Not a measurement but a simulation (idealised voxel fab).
voxel ribs on slabs: a process module
This is section cut - it's 155 nm across, gridded in 5 nm square cells.
In this document a cross-section is written as a grid of square cells. It is given as a series of bands, listed from the top down, and a band is one or more rows of cells. Band: top height; bottom height; in nm. Then, left to right: material with width in nm, for each material. "edge to edge": a single material spanning edge to edge. "blank": empty space. The level at which height equals 0 is the one under which the wafer, as it arrives, is entirely one material. No lower edge exists for the bottom band, which continues downward and is notated as in "top 0, no bottom". The notation "30 to 40" denotes a width that varies across the rows of cells in the band, beginning at the first number in the top row, finishing at the second number in the bottom row, and changing by an identical amount from each row to the next. Where a step carries "identical to before", the cross-section came out of it unchanged, cell for cell. "Closed void list": empty spaces of 8 cells or more with no open way to the top, each given as width x height at distance, distance from the left edge, all in nm. Step line, after settings: the simulator's comment on this step. For masked steps, "overlay nm" on the step line gives how far right of plan the mask actually lay; a minus sign means it lay to the left.

Steps in the process plan:
1) RECEIVE,material Si
2) DIRECTIONAL_DEP,material SiO2,thk nm 20
3) DIRECTIONAL_DEP,material polySi,thk nm 25
4) MASKED_ETCH,tone cover,mask id RIB,width nm 20,etch materials polySi,depth nm 20,overlay nm 0
5) MASKED_ETCH,tone cover,mask id SLAB,width nm 70,etch materials polySi,depth nm 5,overlay nm 0
6) FILL_DEP,material SiO2,thk nm 20
7) CMP,height nm 55
8) DIRECTIONAL_DEP,material TiN,thk nm 10
9) PATTERN,tone cover,mask id HEATER,material resist,width nm 30,thk nm 20,overlay nm 0
10) DIRECTIONAL_ETCH,etch materials TiN,depth nm 10
11) STRIP,etch materials resist
12) CONFORMAL_DEP,material SiO2,thk nm 5

Wafer as received: cross-section following step 1:
top 0, no bottom = Si edge to edge
Closed void list: none

Run as planned - first of the two wafers cross-sectioned at the end of the module:
top 70, bottom 65 = 55 of blank; 40 of SiO2; 60 of blank
top 65, bottom 60 = 55 of blank; 5 of SiO2; 30 of TiN; 5 of SiO2; 60 of blank
top 60, bottom 55 = 60 of SiO2; 30 of TiN; 65 of SiO2
top 55, bottom 45 = SiO2 edge to edge
top 45, bottom 25 = 65 of SiO2; 20 of polySi; 70 of SiO2
top 25, bottom 20 = 40 of SiO2; 70 of polySi; 45 of SiO2
top 20, bottom 0 = SiO2 edge to edge
top 0, no bottom = Si edge to edge
Closed void list: none

Module end: cross-section of wafer two of two. Same start and process plan as the first wafer. One mistake during execution:
top 70, bottom 65 = 55 of blank; 40 of SiO2; 60 of blank
top 65, bottom 60 = 55 of blank; 5 of SiO2; 30 of TiN; 5 of SiO2; 60 of blank
top 60, bottom 55 = 60 of SiO2; 30 of TiN; 65 of SiO2
top 55, bottom 25 = SiO2 edge to edge
top 25, bottom 0 = polySi edge to edge
top 0, no bottom = Si edge to edge
Closed void list: none
Misprocessing identified: swap of plan steps 2 and 3 during execution
The closing comparison, in cells, has the second wafer with more or fewer of some materials than the first: SiO2 -125; polySi +125
